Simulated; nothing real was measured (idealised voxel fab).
Name of the process module below: voxel self aligned vias
Each square cell in cross-section cut measures 5 nm, and the section as a whole is 185 nm wide.
Each cross-section below is a grid of square cells, stated as bands in top-down order, with one or more rows of cells making up each band.
Basically the band line says how high the top is and how high the bottom is, in nm, and then what's in it from left to right, every material with its width in nm. Empty space shows up as "air", and if a single material carries "everywhere" it runs the full band edge to edge.
Heads up on the height convention: 0 is the point under which the incoming wafer is all one material, and the lowest band has no bottom, it just keeps going down, like "0 and below".
When a width is written as two numbers, as in "30..40", the first number is the width in the top row of cells of the band and the second is the width in its bottom row, and the width changes by the same amount from each row to the next.
No cell of the cross-section changed in a step that is given as "remained the same".
"Unvented voids" lists enclosed empty spaces (at least 8 cells, no open path upward to the top), each as width x height at distance from the left edge, in nm.
Where a step's line continues beyond its settings, the continuation is a remark by the simulator itself on that step.
The setting "overlay nm" may be written on the line of a step. When the step uses a mask, the value reports how far to the right of the planned place the mask lay, and a negative value reports that it lay to the left.

# Steps in the process plan
step 1: RECEIVE: material Si
step 2: CONFORMAL_DEP: material SiO2, thk nm 10
step 3: CONFORMAL_DEP: material SiCN, thk nm 5
step 4: DIRECTIONAL_DEP: material SiO2, thk nm 30
step 5: PATTERN: tone open, mask id LINES, material resist, width nm 20, pitch nm 55, thk nm 15, overlay nm 0
step 6: DIRECTIONAL_ETCH: etch materials SiO2, depth nm 30
step 7: STRIP: etch materials resist
step 8: CONFORMAL_DEP: material TiN, thk nm 5
step 9: FILL_DEP: material Ru, thk nm 10
step 10: CMP: height nm 45
step 11: SELECTIVE_ETCH: etch materials W Ru TiN, depth nm 5
step 12: FILL_DEP: material SiN, thk nm 10
step 13: CMP: height nm 45
step 14: DIRECTIONAL_DEP: material SiO2, thk nm 15
step 15: PATTERN: tone open, mask id VIAS, material resist, width nm 30, pitch nm 55, thk nm 20, overlay nm 0
step 16: DIRECTIONAL_ETCH: etch materials SiO2, depth nm 15
step 17: DIRECTIONAL_ETCH: etch materials SiN, depth nm 5
step 18: STRIP: etch materials resist
step 19: CONFORMAL_DEP: material TiN, thk nm 5
step 20: FILL_DEP: material Cu, thk nm 10
step 21: CMP: height nm 60
step 22: CONFORMAL_DEP: material SiN, thk nm 5

# Received-state cross-section, reflecting completion of step 1
- 0 and below = Si everywhere
- Unvented voids: none

# The following cross-section depicts the wafer upon conclusion of the module. Processing commenced from the starting condition illustrated above and adhered to the plan illustrated above, save for one mistake in execution
- 65 down to 60 = SiN everywhere
- 60 down to 50 = 50 SiO2 / 5 TiN / 20 Cu / 5 TiN / 25 SiO2 / 5 TiN / 20 Cu / 5 TiN / 50 SiO2
- 50 down to 45 = 50 SiO2 / 10 TiN / 10 Cu / 10 TiN / 25 SiO2 / 10 TiN / 10 Cu / 10 TiN / 50 SiO2
- 45 down to 40 = 55 SiO2 / 20 TiN / 35 SiO2 / 20 TiN / 55 SiO2
- 40 down to 20 = 55 SiO2 / 5 TiN / 10 Ru / 5 TiN / 35 SiO2 / 5 TiN / 10 Ru / 5 TiN / 55 SiO2
- 20 down to 15 = 55 SiO2 / 20 TiN / 35 SiO2 / 20 TiN / 55 SiO2
- 15 down to 5 = SiO2 everywhere
- 5 down to 0 = SiCN everywhere
- 0 and below = Si everywhere
- Unvented voids: none
what went wrong: step 2 ran in the slot meant for step 3, and vice versa
